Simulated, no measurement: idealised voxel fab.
Presented below is a process module, voxel capacitor over wiring.
It is cross-section cut that appears here, measuring 255 nm in width, its square cells being 5 nm in size.
Cross-sections here: square-cell grids, written as top-down lists of bands, a band being one or more rows of cells.
A band entry consists of two parts. The first gives the height of the band's top and the height of its bottom, in nm. The rest lists the band's materials from left to right, each with its width in nm. A single material labelled with the word "edge to edge" fills the band from edge to edge, and the word "empty" marks empty space.
It should be noted that heights are counted from 0, beneath which the wafer as supplied is of one material throughout, and that the lowest band possesses no lower boundary but continues downward, as written in "top 0, no bottom".
A width given as "30->40" starts at the first number in the band's top row and ends at the second number in its bottom row, shifting by an equal amount at every step from row to row.
Given "nothing changed" for a step, no cell of the cross-section differs between before and after that step.
For the entry "Cavities, sealed", the listed items are empty spaces with no open way to the top whose size is 8 cells or more; each item follows the pattern width x height at distance, where distance is from the left edge and all three are in nm.
Note: text after step settings on the step line = simulator remark on that step.
When a step includes a mask, the "overlay nm" setting on its line states how far to the right of its planned place that mask lay, and negative values state how far to the left.
List of planned process steps:
1. RECEIVE: material Si
2. CONFORMAL_DEP: material SiO2, thk nm 15
3. DIRECTIONAL_DEP: material TiN, thk nm 5
4. DIRECTIONAL_DEP: material W, thk nm 15
5. PATTERN: tone cover, mask id METAL_1, material resist, width nm 15, pitch nm 70, thk nm 15, overlay nm 0
6. DIRECTIONAL_ETCH: etch materials W, depth nm 15
7. DIRECTIONAL_ETCH: etch materials TiN, depth nm 5
8. STRIP: etch materials resist
9. CONFORMAL_DEP: material SiN, thk nm 5
10. FILL_DEP: material lowk, thk nm 10
11. CMP: height nm 35
12. CONFORMAL_DEP: material SiCN, thk nm 5
13. DIRECTIONAL_DEP: material lowk, thk nm 20
14. DIRECTIONAL_DEP: material aC, thk nm 10
15. PATTERN: tone open, mask id PLUG_1, material resist, width nm 15, thk nm 25, overlay nm 0
16. DIRECTIONAL_ETCH: etch materials aC, depth nm 10
17. STRIP: etch materials resist
18. DIRECTIONAL_ETCH: etch materials lowk, depth nm 20
19. DIRECTIONAL_ETCH: etch materials SiCN, depth nm 5
20. STRIP: etch materials aC
21. CONFORMAL_DEP: material TiN, thk nm 5
22. FILL_DEP: material Ru, thk nm 10
23. CMP: height nm 60
24. DIRECTIONAL_DEP: material TiN, thk nm 10
25. DIRECTIONAL_DEP: material SiN, thk nm 5
26. DIRECTIONAL_DEP: material TiN, thk nm 5
27. PATTERN: tone cover, mask id UPPER_PLATE, material resist, width nm 55, thk nm 20, overlay nm 0
28. DIRECTIONAL_ETCH: etch materials TiN, depth nm 5
29. DIRECTIONAL_ETCH: etch materials SiN, depth nm 5
30. STRIP: etch materials resist
31. MASKED_ETCH: tone cover, mask id LOWER_PLATE, width nm 65, etch materials TiN, depth nm 10, overlay nm 0
32. FILL_DEP: material SiO2, thk nm 15
33. CMP: height nm 90
34. DIRECTIONAL_DEP: material aC, thk nm 15
35. PATTERN: tone open, mask id PLUG_2, material resist, width nm 15, thk nm 30, overlay nm 0
36. DIRECTIONAL_ETCH: etch materials aC, depth nm 15
37. STRIP: etch materials resist
38. DIRECTIONAL_ETCH: etch materials SiO2, depth nm 10
39. STRIP: etch materials aC
40. CONFORMAL_DEP: material TiN, thk nm 5
41. FILL_DEP: material Ru, thk nm 5
42. CMP: height nm 90
43. CONFORMAL_DEP: material SiCN, thk nm 5
Heads up: all these wafers start the same, and what changes between them is the width nm in step 5. The value you see in the plan is just what the first wafer got.
As received, i.e. after step 1: cross-section through the first of several wafers:
> top 0, no bottom | Si edge to edge
> Cavities, sealed: none
Here is the cross-section of the first of several wafers at the end of the module, after its last step, step 43:
> top 95, bottom 90 | SiCN edge to edge
> top 90, bottom 85 | SiO2 95 | TiN 5 | Ru 5 | TiN 5 | SiO2 145
> top 85, bottom 75 | SiO2 95->85 | TiN 15->55 | SiO2 145->115
> top 75, bottom 70 | SiO2 85 | SiN 55 | SiO2 115
> top 70, bottom 60 | SiO2 80 | TiN 65 | SiO2 110
> top 60, bottom 40 | lowk 85 | TiN 5 | Ru 5 | TiN 5 | lowk 155
> top 40, bottom 35 | SiCN 85 | TiN 15 | SiCN 155
> top 35, bottom 20 | lowk 80 | SiN 5 | W 15 | SiN 5 | lowk 45 | SiN 5 | W 15 | SiN 5 | lowk 80
> top 20, bottom 15 | SiN 85 | TiN 15 | SiN 55 | TiN 15 | SiN 85
> top 15, bottom 0 | SiO2 edge to edge
> top 0, no bottom | Si edge to edge
> Cavities, sealed: none
Cross-section of the final wafer among several, taken at the end of the module:
> top 95, bottom 90 | SiCN edge to edge
> top 90, bottom 85 | SiO2 95 | TiN 5 | Ru 5 | TiN 5 | SiO2 145
> top 85, bottom 75 | SiO2 95->85 | TiN 15->55 | SiO2 145->115
> top 75, bottom 70 | SiO2 85 | SiN 55 | SiO2 115
> top 70, bottom 60 | SiO2 80 | TiN 65 | SiO2 110
> top 60, bottom 40 | lowk 85 | TiN 5 | Ru 5 | TiN 5 | lowk 155
> top 40, bottom 35 | SiCN 85 | TiN 15 | SiCN 155
> top 35, bottom 20 | lowk 70 | SiN 5 | W 35 | SiN 5 | lowk 25 | SiN 5 | W 35 | SiN 5 | lowk 70
> top 20, bottom 15 | SiN 75 | TiN 35 | SiN 35 | TiN 35 | SiN 75
> top 15, bottom 0 | SiO2 edge to edge
> top 0, no bottom | Si edge to edge
> Cavities, sealed: none
Take any row and you have a wafer at the end of the module: how many cells of each material it has gained (+) or lost (-) since it was received, and then its closed voids:
width nm 15, +5 Ru, +99 SiCN, +68 SiN, +405 SiO2, +59 TiN, +18 W, +315 lowk, Cavities, sealed: none
width nm 20, +5 Ru, +99 SiCN, +66 SiN, +405 SiO2, +61 TiN, +24 W, +309 lowk, Cavities, sealed: none
width nm 25, +5 Ru, +99 SiCN, +64 SiN, +405 SiO2, +63 TiN, +30 W, +303 lowk, Cavities, sealed: none
width nm 30, +5 Ru, +99 SiCN, +62 SiN, +405 SiO2, +65 TiN, +36 W, +297 lowk, Cavities, sealed: none
width nm 35, +5 Ru, +99 SiCN, +60 SiN, +405 SiO2, +67 TiN, +42 W, +291 lowk, Cavities, sealed: none
